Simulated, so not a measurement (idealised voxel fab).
process module | voxel air gaps
cross-section cut | 210 nm wide | cells 5 nm
A cross-section is a grid of square cells, given in bands from the top down. A band is one or more rows of cells.
Each band's line starts with the height of the band's top and of its bottom, in nm. Then come its materials from left to right, each with its width in nm. One material with "throughout" fills the band from edge to edge. "air" is empty space.
Height 0 is the level under which the wafer as received is all one material. The lowest band goes on downwards, as in "0 down".
A width such as "30 to 40" changes by the same amount from each row of cells to the next, from the band's top row to its bottom row.
"no change" after a step means that no cell of the cross-section changed.
closed voids: empty space of 8 cells or more with no open way to the top, each as width x height at its distance from the left edge, in nm
after a step's settings: what the simulator itself notes on the step
overlay nm, on a step with a mask: how far to the right of its planned place the mask lay; to the left if negative
plan
1 op RECEIVE | material Si
2 op CONFORMAL_DEP | material SiO2 | thk nm 10
3 op CONFORMAL_DEP | material SiN | thk nm 5
4 op DIRECTIONAL_DEP | material lowk | thk nm 35
5 op DIRECTIONAL_DEP | material aC | thk nm 15
6 op PATTERN | tone open | mask id LINES | material resist | width nm 15 | pitch nm 45 | thk nm 30 | overlay nm 0
7 op DIRECTIONAL_ETCH | etch materials aC | depth nm 15
8 op STRIP | etch materials resist
9 op DIRECTIONAL_ETCH | etch materials lowk | depth nm 35
10 op STRIP | etch materials aC
11 op CONFORMAL_DEP | material TiN | thk nm 5
12 op FILL_DEP | material Ru | thk nm 5
13 op CMP | height nm 50
14 op EPI | material Ru | thk nm 10
15 op SELECTIVE_ETCH | etch materials lowk | depth nm 45
16 op CONFORMAL_DEP | material SiCN | thk nm 5
as received, after step 1
  0 down: Si throughout
  closed voids: none
first wafer at the end, as planned
  65 to 60: air 15 | SiCN 180 | air 15
  60 to 50: air 15 | SiCN 5 | Ru 35 | SiCN 10 | Ru 35 | SiCN 10 | Ru 35 | SiCN 10 | Ru 35 | SiCN 5 | air 15
  50 to 45: air 15 | SiCN 15 | TiN 5 | Ru 5 | TiN 5 | SiCN 30 | TiN 5 | Ru 5 | TiN 5 | SiCN 30 | TiN 5 | Ru 5 | TiN 5 | SiCN 30 | TiN 5 | Ru 5 | TiN 5 | SiCN 15 | air 15
  45 to 20: air 25 | SiCN 5 | TiN 5 | Ru 5 | TiN 5 | SiCN 5 | air 20 | SiCN 5 | TiN 5 | Ru 5 | TiN 5 | SiCN 5 | air 20 | SiCN 5 | TiN 5 | Ru 5 | TiN 5 | SiCN 5 | air 20 | SiCN 5 | TiN 5 | Ru 5 | TiN 5 | SiCN 5 | air 25
  20 to 15: SiCN 30 | TiN 15 | SiCN 30 | TiN 15 | SiCN 30 | TiN 15 | SiCN 30 | TiN 15 | SiCN 30
  15 to 10: SiN throughout
  10 to 0: SiO2 throughout
  0 down: Si throughout
  closed voids: 20 x 25 at 50; 20 x 25 at 95; 20 x 25 at 140
second wafer at the end: like start, like plan, one mistake
  65 to 60: air 15 | SiCN 180 | air 15
  60 to 50: air 15 | SiCN 5 | Ru 35 | SiCN 10 | Ru 35 | SiCN 10 | Ru 35 | SiCN 10 | Ru 35 | SiCN 5 | air 15
  50 to 45: air 15 | SiCN 15 | TiN 5 | Ru 5 | TiN 5 | SiCN 30 | TiN 5 | Ru 5 | TiN 5 | SiCN 30 | TiN 5 | Ru 5 | TiN 5 | SiCN 30 | TiN 5 | Ru 5 | TiN 5 | SiCN 15 | air 15
  45 to 20: air 25 | SiCN 5 | TiN 5 | Ru 5 | TiN 5 | SiCN 5 | air 20 | SiCN 5 | TiN 5 | Ru 5 | TiN 5 | SiCN 5 | air 20 | SiCN 5 | TiN 5 | Ru 5 | TiN 5 | SiCN 5 | air 20 | SiCN 5 | TiN 5 | Ru 5 | TiN 5 | SiCN 5 | air 25
  20 to 15: SiCN 30 | TiN 15 | SiCN 30 | TiN 15 | SiCN 30 | TiN 15 | SiCN 30 | TiN 15 | SiCN 30
  15 to 10: SiN throughout
  10 to 0: TiN throughout
  0 down: Si throughout
  closed voids: 20 x 25 at 50; 20 x 25 at 95; 20 x 25 at 140
what went wrong: step 2 ran as: op CONFORMAL_DEP | material TiN | thk nm 10
at the end the second wafer has, in cells: 84 fewer of SiO2 | 84 more of TiN
